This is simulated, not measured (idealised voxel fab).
process module | voxel self aligned vias
Section cut is 295 nm wide and gridded with 5 nm square cells.
A cross-section is a grid of square cells, given in bands from the top down. A band is one or more rows of cells.
Read a band's entry like this: the first values are the height of its top and the height of its bottom in nm, and what follows is the sequence of materials from left to right, each with its width in nm. Note that "blank" is empty space, and that a single material marked "edge to edge" reaches across the band from edge to edge.
Beneath 0, the wafer as received is one material, and that level is where height counting begins. The lowest band goes on downward without a bottom; it is written like "0 -> down".
You'd read "30..40" like this: the band's top row of cells is as wide as the first number, its bottom row is as wide as the second, and going down, every row changes width by the same amount as the row before did.
Any step labelled "everything unchanged" changed none of the cells in the cross-section.
Basically, "Closed cavity list" tells you about the enclosed voids: empty spaces with no open way to the top, 8 cells or bigger, each written width x height at distance, where distance is from the left edge, all in nm.
If you see something after the settings on a step's line, that's the simulator's own remark about that step.
Regarding "overlay nm": on a step with a mask, it is the distance the mask lay to the right of its planned place; a negative value places it to the left.
Below is the list of planned process steps:
- 1: RECEIVE, material Si
- 2: CONFORMAL_DEP, material SiO2, thk nm 15
- 3: CONFORMAL_DEP, material SiCN, thk nm 5
- 4: DIRECTIONAL_DEP, material SiO2, thk nm 20
- 5: PATTERN, tone open, mask id LINES, material resist, width nm 30, pitch nm 65, thk nm 20, overlay nm 0
- 6: DIRECTIONAL_ETCH, etch materials SiO2, depth nm 20
- 7: STRIP, etch materials resist
- 8: CONFORMAL_DEP, material TiN, thk nm 5
- 9: FILL_DEP, material Ru, thk nm 10
- 10: CMP, height nm 40
- 11: SELECTIVE_ETCH, etch materials W Ru TiN, depth nm 10
- 12: FILL_DEP, material SiN, thk nm 10
- 13: CMP, height nm 40
- 14: DIRECTIONAL_DEP, material SiO2, thk nm 15
- 15: MASKED_ETCH, tone open, mask id VIAS, width nm 40, etch materials SiO2, depth nm 15, overlay nm 0
- 16: MASKED_ETCH, tone open, mask id VIAS, width nm 50, etch materials SiN, depth nm 10, overlay nm 0
- 17: CONFORMAL_DEP, material TiN, thk nm 5
- 18: FILL_DEP, material Ru, thk nm 5
- 19: CMP, height nm 55
- 20: CONFORMAL_DEP, material SiCN, thk nm 5
What sets these wafers apart? The width nm at step 15. They all start alike, and the plan carries the first wafer's value.
Cross-section of the first of several wafers on receipt, reflecting completion of step 1:
	0 -> down  Si edge to edge
	Closed cavity list: none
Module finished, last step 20 done: cross-section of the first of several wafers:
	60 -> 55  SiCN edge to edge
	55 -> 45  SiO2=95, TiN=5, Ru=30, TiN=5, SiO2=160
	45 -> 40  SiO2=95, TiN=10, Ru=20, TiN=10, SiO2=160
	40 -> 35  SiO2=100, TiN=5, Ru=20, TiN=5, SiO2=35, SiN=30, SiO2=100
	35 -> 30  SiO2=100, TiN=30, SiO2=35, SiN=30, SiO2=100
	30 -> 25  SiO2=100, TiN=5, Ru=20, TiN=5, SiO2=35, TiN=5, Ru=20, TiN=5, SiO2=100
	25 -> 20  SiO2=100, TiN=30, SiO2=35, TiN=30, SiO2=100
	20 -> 15  SiCN edge to edge
	15 -> 0  SiO2 edge to edge
	0 -> down  Si edge to edge
	Closed cavity list: none
Cross-section of the final wafer among several, taken at the end of the module:
	60 -> 55  SiCN edge to edge
	55 -> 45  SiO2=85, TiN=5, Ru=55, TiN=5, SiO2=145
	45 -> 40  SiO2=85, TiN=20, Ru=20, TiN=25, SiO2=145
	40 -> 35  SiO2=100, TiN=5, Ru=20, TiN=5, SiO2=35, SiN=30, SiO2=100
	35 -> 30  SiO2=100, TiN=30, SiO2=35, SiN=30, SiO2=100
	30 -> 25  SiO2=100, TiN=5, Ru=20, TiN=5, SiO2=35, TiN=5, Ru=20, TiN=5, SiO2=100
	25 -> 20  SiO2=100, TiN=30, SiO2=35, TiN=30, SiO2=100
	20 -> 15  SiCN edge to edge
	15 -> 0  SiO2 edge to edge
	0 -> down  Si edge to edge
	Closed cavity list: none
Per wafer (row), end of module: delta in cells per material since receipt, (+) for gained, (-) for lost; closed voids after that:
width nm 40; +28 Ru; +118 SiCN; +12 SiN; +518 SiO2; +32 TiN; Closed cavity list: none
width nm 45; +30 Ru; +118 SiCN; +12 SiN; +515 SiO2; +33 TiN; Closed cavity list: none
width nm 50; +32 Ru; +118 SiCN; +12 SiN; +512 SiO2; +34 TiN; Closed cavity list: none
width nm 55; +34 Ru; +118 SiCN; +12 SiN; +509 SiO2; +35 TiN; Closed cavity list: none
width nm 60; +36 Ru; +118 SiCN; +12 SiN; +506 SiO2; +36 TiN; Closed cavity list: none
width nm 65; +38 Ru; +118 SiCN; +12 SiN; +503 SiO2; +37 TiN; Closed cavity list: none
